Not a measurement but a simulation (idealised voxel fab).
Title: Process Module voxel ribs on slabs
Each square cell in cross-section cut measures 5 nm, and the section as a whole is 150 nm wide.
When this document writes out a cross-section, it uses a grid of square cells and lists it as bands, beginning at the top and moving down, with a band standing for one or more rows of cells. Band: top height; bottom height; in nm. Then, left to right: material with width in nm, for each material. "all across": a single material spanning edge to edge. "air": empty space. Zero point of the height axis is 0; under it, received wafer = one material. Lowest band: continues down indefinitely, "z 0 and below". A width given as "30..40" starts at the first number in the band's top row and ends at the second number in its bottom row, shifting by an equal amount at every step from row to row. "no modification" (step): cross-section cells unchanged, all of them. The entry "Closed void list" lists the empty spaces that cover at least 8 cells and have no open path to the top. Each is written as width x height at distance, where the distance is measured from the left edge and all three values are in nm. Formally, on a step line, whatever follows the settings is a remark that the simulator itself makes on the step. overlay nm: mask offset rightward from planned place, masked step; negative means leftward offset.
-- Process steps foreseen in the plan
| 1 | RECEIVE, material Si |
| 2 | DIRECTIONAL_DEP, material SiO2, thk nm 25 |
| 3 | DIRECTIONAL_DEP, material polySi, thk nm 15 |
| 4 | DIRECTIONAL_DEP, material aC, thk nm 10 |
| 5 | PATTERN, tone cover, mask id RIB, material resist, width nm 25, thk nm 25, overlay nm 0 |
| 6 | DIRECTIONAL_ETCH, etch materials aC, depth nm 10 |
| 7 | STRIP, etch materials resist |
| 8 | DIRECTIONAL_ETCH, etch materials polySi, depth nm 10 |
| 9 | STRIP, etch materials aC |
| 10 | PATTERN, tone cover, mask id SLAB, material resist, width nm 85, thk nm 20, overlay nm 0 |
| 11 | DIRECTIONAL_ETCH, etch materials polySi, depth nm 5 |
| 12 | STRIP, etch materials resist |
| 13 | FILL_DEP, material SiO2, thk nm 25 |
| 14 | CMP, height nm 60 |
| 15 | DIRECTIONAL_DEP, material W, thk nm 5 |
| 16 | DIRECTIONAL_DEP, material aC, thk nm 15 |
| 17 | PATTERN, tone cover, mask id HEATER, material resist, width nm 35, thk nm 30, overlay nm 0 |
| 18 | DIRECTIONAL_ETCH, etch materials aC, depth nm 15 |
| 19 | STRIP, etch materials resist |
| 20 | DIRECTIONAL_ETCH, etch materials W, depth nm 5 |
| 21 | STRIP, etch materials aC |
| 22 | CONFORMAL_DEP, material SiO2, thk nm 5 |
-- Cross-section of the incoming wafer, state after step 1
z 0 and below | Si all across
Closed void list: none
-- Module complete - cross-section of the first of two wafers, run according to plan
z 70 to 65 | 50 nm air, then 45 nm SiO2, then 55 nm air
z 65 to 60 | 55 nm SiO2, then 35 nm W, then 60 nm SiO2
z 60 to 40 | SiO2 all across
z 40 to 30 | 60 nm SiO2, then 25 nm polySi, then 65 nm SiO2
z 30 to 25 | 30 nm SiO2, then 85 nm polySi, then 35 nm SiO2
z 25 to 0 | SiO2 all across
z 0 and below | Si all across
Closed void list: none
-- Here is the second of the two wafers cut open at the end of the module - same start, same plan as the first one, but we made one mistake running it
z 70 to 65 | 50 nm air, then 45 nm SiO2, then 55 nm air
z 65 to 60 | 55 nm SiO2, then 35 nm W, then 60 nm SiO2
z 60 to 40 | SiO2 all across
z 40 to 30 | 70 nm SiO2, then 25 nm polySi, then 55 nm SiO2
z 30 to 25 | 30 nm SiO2, then 85 nm polySi, then 35 nm SiO2
z 25 to 0 | SiO2 all across
z 0 and below | Si all across
Closed void list: none
Deviation noted in wafer processing: step 5 changed vs plan, executed as PATTERN, tone cover, mask id RIB, material resist, width nm 25, thk nm 25, overlay nm 10
Same inventory, different map: at the end, the second wafer holds as many cells of each material as the first, placed elsewhere.
